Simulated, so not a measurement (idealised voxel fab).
process module | voxel transistor to metal
cross-section cut | 300 nm wide | cells 5 nm
A cross-section is a grid of square cells, given in bands from the top down. A band is one or more rows of cells.
Each band's line starts with the height of the band's top and of its bottom, in nm. Then come its materials from left to right, each with its width in nm. One material with "throughout" fills the band from edge to edge. "air" is empty space.
Height 0 is the level under which the wafer as received is all one material. The lowest band goes on downwards, as in "0 down".
A width such as "30 to 40" changes by the same amount from each row of cells to the next, from the band's top row to its bottom row.
"no change" after a step means that no cell of the cross-section changed.
closed voids: empty space of 8 cells or more with no open way to the top, each as width x height at its distance from the left edge, in nm
after a step's settings: what the simulator itself notes on the step
overlay nm, on a step with a mask: how far to the right of its planned place the mask lay; to the left if negative
plan
1 op RECEIVE | material Si
2 op OXIDIZE | depth nm 5
3 op CONFORMAL_DEP | material SiN | thk nm 10
4 op MASKED_ETCH | tone cover | mask id ACTIVE | width nm 110 | pitch nm 140 | etch materials SiN | depth nm 10 | overlay nm 0
5 op MASKED_ETCH | tone cover | mask id ACTIVE | width nm 110 | pitch nm 140 | etch materials SiO2 | depth nm 5 | overlay nm 0
6 op MASKED_ETCH | tone cover | mask id ACTIVE | width nm 110 | pitch nm 140 | etch materials Si | depth nm 35 | overlay nm 0
7 op FILL_DEP | material SiO2 | thk nm 15
8 op CMP | height nm 10
9 op SELECTIVE_ETCH | etch materials SiO2 | depth nm 10
10 op STRIP | etch materials SiN
11 op SELECTIVE_ETCH | etch materials SiO2 | depth nm 5
12 op OXIDIZE | depth nm 5
13 op DIRECTIONAL_DEP | material polySi | thk nm 30
14 op DIRECTIONAL_DEP | material SiCN | thk nm 15
15 op PATTERN | tone cover | mask id GATE | material resist | width nm 20 | pitch nm 140 | thk nm 15 | overlay nm 0
16 op DIRECTIONAL_ETCH | etch materials SiCN | depth nm 25
17 op DIRECTIONAL_ETCH | etch materials polySi | depth nm 40
18 op STRIP | etch materials resist
19 op CONFORMAL_DEP | material SiO2 | thk nm 5
20 op DIRECTIONAL_ETCH | etch materials SiO2 | depth nm 5
21 op CONFORMAL_DEP | material SiN | thk nm 5
22 op DIRECTIONAL_ETCH | etch materials SiN | depth nm 5
23 op DIRECTIONAL_ETCH | etch materials SiO2 | depth nm 5
24 op DIRECTIONAL_ETCH | etch materials Si | depth nm 15
25 op EPI | material pSi | thk nm 15
26 op FILL_DEP | material SiO2 | thk nm 5
27 op CMP | height nm 40
28 op DIRECTIONAL_DEP | material SiO2 | thk nm 10
29 op MASKED_ETCH | tone open | mask id CONTACT | width nm 20 | pitch nm 70 | etch materials SiO2 | depth nm 60 | overlay nm 0
30 op CONFORMAL_DEP | material TiN | thk nm 5
31 op FILL_DEP | material W | thk nm 5
32 op CMP | height nm 50
33 op CONFORMAL_DEP | material SiCN | thk nm 5
34 op DIRECTIONAL_DEP | material SiO2 | thk nm 25
35 op MASKED_ETCH | tone open | mask id METAL_1 | width nm 20 | pitch nm 70 | etch materials SiO2 | depth nm 25 | overlay nm 0
36 op MASKED_ETCH | tone open | mask id METAL_1 | width nm 20 | pitch nm 70 | etch materials SiCN | depth nm 5 | overlay nm 0
37 op CONFORMAL_DEP | material TiN | thk nm 5
38 op FILL_DEP | material Cu | thk nm 10
39 op CMP | height nm 80
40 op EPI | material Ru | thk nm 5
41 op FILL_DEP | material SiCN | thk nm 5
as received, after step 1
  0 down: Si throughout
  closed voids: none
first wafer at the end, as planned
  90 to 85: SiCN throughout
  85 to 80: SiCN 30 | Ru 30 | SiCN 40 | Ru 30 | SiCN 40 | Ru 30 | SiCN 40 | Ru 30 | SiCN 30
  80 to 55: SiO2 35 | TiN 5 | Cu 10 | TiN 5 | SiO2 50 | TiN 5 | Cu 10 | TiN 5 | SiO2 50 | TiN 5 | Cu 10 | TiN 5 | SiO2 50 | TiN 5 | Cu 10 | TiN 5 | SiO2 35
  55 to 50: SiCN 35 | TiN 20 | SiCN 50 | TiN 20 | SiCN 50 | TiN 20 | SiCN 50 | TiN 20 | SiCN 35
  50 to 40: SiO2 35 | TiN 5 | W 10 | TiN 5 | SiO2 50 | TiN 5 | W 10 | TiN 5 | SiO2 50 | TiN 5 | W 10 | TiN 5 | SiO2 50 | TiN 5 | W 10 | TiN 5 | SiO2 35
  40 to 25: SiO2 35 | TiN 5 | W 10 | TiN 5 | SiO2 5 | SiN 5 | SiO2 5 | SiCN 20 | SiO2 5 | SiN 5 | SiO2 5 | TiN 5 | W 10 | TiN 5 | SiO2 50 | TiN 5 | W 10 | TiN 5 | SiO2 5 | SiN 5 | SiO2 5 | SiCN 20 | SiO2 5 | SiN 5 | SiO2 5 | TiN 5 | W 10 | TiN 5 | SiO2 35
  25 to 10: SiO2 35 | TiN 5 | W 10 | TiN 5 | SiO2 5 | SiN 5 | SiO2 5 | polySi 20 | SiO2 5 | SiN 5 | SiO2 5 | TiN 5 | W 10 | TiN 5 | SiO2 50 | TiN 5 | W 10 | TiN 5 | SiO2 5 | SiN 5 | SiO2 5 | polySi 20 | SiO2 5 | SiN 5 | SiO2 5 | TiN 5 | W 10 | TiN 5 | SiO2 35
  10 to 5: SiO2 35 | TiN 20 | SiO2 5 | SiN 5 | SiO2 5 | polySi 20 | SiO2 5 | SiN 5 | SiO2 5 | TiN 20 | SiO2 50 | TiN 20 | SiO2 5 | SiN 5 | SiO2 5 | polySi 20 | SiO2 5 | SiN 5 | SiO2 5 | TiN 20 | SiO2 35
  5 to -5: SiO2 35 | TiN 10 | pSi 15 | SiN 5 | SiO2 5 | polySi 20 | SiO2 5 | SiN 5 | pSi 15 | TiN 10 | SiO2 50 | TiN 10 | pSi 15 | SiN 5 | SiO2 5 | polySi 20 | SiO2 5 | SiN 5 | pSi 15 | TiN 10 | SiO2 35
  -5 to -10: SiO2 35 | TiN 10 | pSi 15 | SiO2 40 | pSi 15 | TiN 10 | SiO2 50 | TiN 10 | pSi 15 | SiO2 40 | pSi 15 | TiN 10 | SiO2 35
  -10 to -25: SiO2 25 | pSi 35 | Si 40 | pSi 35 | SiO2 30 | pSi 35 | Si 40 | pSi 35 | SiO2 25
  -25 to -40: SiO2 25 | Si 110 | SiO2 30 | Si 110 | SiO2 25
  -40 down: Si throughout
  closed voids: none
second wafer at the end: like start, like plan, one mistake
  90 to 85: SiCN throughout
  85 to 80: Ru 40 | SiCN 10 | Ru 60 | SiCN 10 | Ru 60 | SiCN 10 | Ru 60 | SiCN 10 | Ru 40
  80 to 60: Cu 30 | TiN 5 | SiO2 20 | TiN 5 | Cu 40 | TiN 5 | SiO2 20 | TiN 5 | Cu 40 | TiN 5 | SiO2 20 | TiN 5 | Cu 40 | TiN 5 | SiO2 20 | TiN 5 | Cu 30
  60 to 55: TiN 35 | SiO2 20 | TiN 50 | SiO2 20 | TiN 50 | SiO2 20 | TiN 50 | SiO2 20 | TiN 35
  55 to 50: SiCN throughout
  50 to 40: SiO2 35 | TiN 5 | W 10 | TiN 5 | SiO2 50 | TiN 5 | W 10 | TiN 5 | SiO2 50 | TiN 5 | W 10 | TiN 5 | SiO2 50 | TiN 5 | W 10 | TiN 5 | SiO2 35
  40 to 25: SiO2 35 | TiN 5 | W 10 | TiN 5 | SiO2 5 | SiN 5 | SiO2 5 | SiCN 20 | SiO2 5 | SiN 5 | SiO2 5 | TiN 5 | W 10 | TiN 5 | SiO2 50 | TiN 5 | W 10 | TiN 5 | SiO2 5 | SiN 5 | SiO2 5 | SiCN 20 | SiO2 5 | SiN 5 | SiO2 5 | TiN 5 | W 10 | TiN 5 | SiO2 35
  25 to 10: SiO2 35 | TiN 5 | W 10 | TiN 5 | SiO2 5 | SiN 5 | SiO2 5 | polySi 20 | SiO2 5 | SiN 5 | SiO2 5 | TiN 5 | W 10 | TiN 5 | SiO2 50 | TiN 5 | W 10 | TiN 5 | SiO2 5 | SiN 5 | SiO2 5 | polySi 20 | SiO2 5 | SiN 5 | SiO2 5 | TiN 5 | W 10 | TiN 5 | SiO2 35
  10 to 5: SiO2 35 | TiN 20 | SiO2 5 | SiN 5 | SiO2 5 | polySi 20 | SiO2 5 | SiN 5 | SiO2 5 | TiN 20 | SiO2 50 | TiN 20 | SiO2 5 | SiN 5 | SiO2 5 | polySi 20 | SiO2 5 | SiN 5 | SiO2 5 | TiN 20 | SiO2 35
  5 to -5: SiO2 35 | TiN 10 | pSi 15 | SiN 5 | SiO2 5 | polySi 20 | SiO2 5 | SiN 5 | pSi 15 | TiN 10 | SiO2 50 | TiN 10 | pSi 15 | SiN 5 | SiO2 5 | polySi 20 | SiO2 5 | SiN 5 | pSi 15 | TiN 10 | SiO2 35
  -5 to -10: SiO2 35 | TiN 10 | pSi 15 | SiO2 40 | pSi 15 | TiN 10 | SiO2 50 | TiN 10 | pSi 15 | SiO2 40 | pSi 15 | TiN 10 | SiO2 35
  -10 to -25: SiO2 25 | pSi 35 | Si 40 | pSi 35 | SiO2 30 | pSi 35 | Si 40 | pSi 35 | SiO2 25
  -25 to -40: SiO2 25 | Si 110 | SiO2 30 | Si 110 | SiO2 25
  -40 down: Si throughout
  closed voids: none
what went wrong: step 35 ran as: op MASKED_ETCH | tone cover | mask id METAL_1 | width nm 20 | pitch nm 70 | etch materials SiO2 | depth nm 25 | overlay nm 0
at the end the second wafer has, in cells: 104 more of Cu | 28 more of Ru | 12 fewer of SiCN | 140 fewer of SiO2 | 20 more of TiN
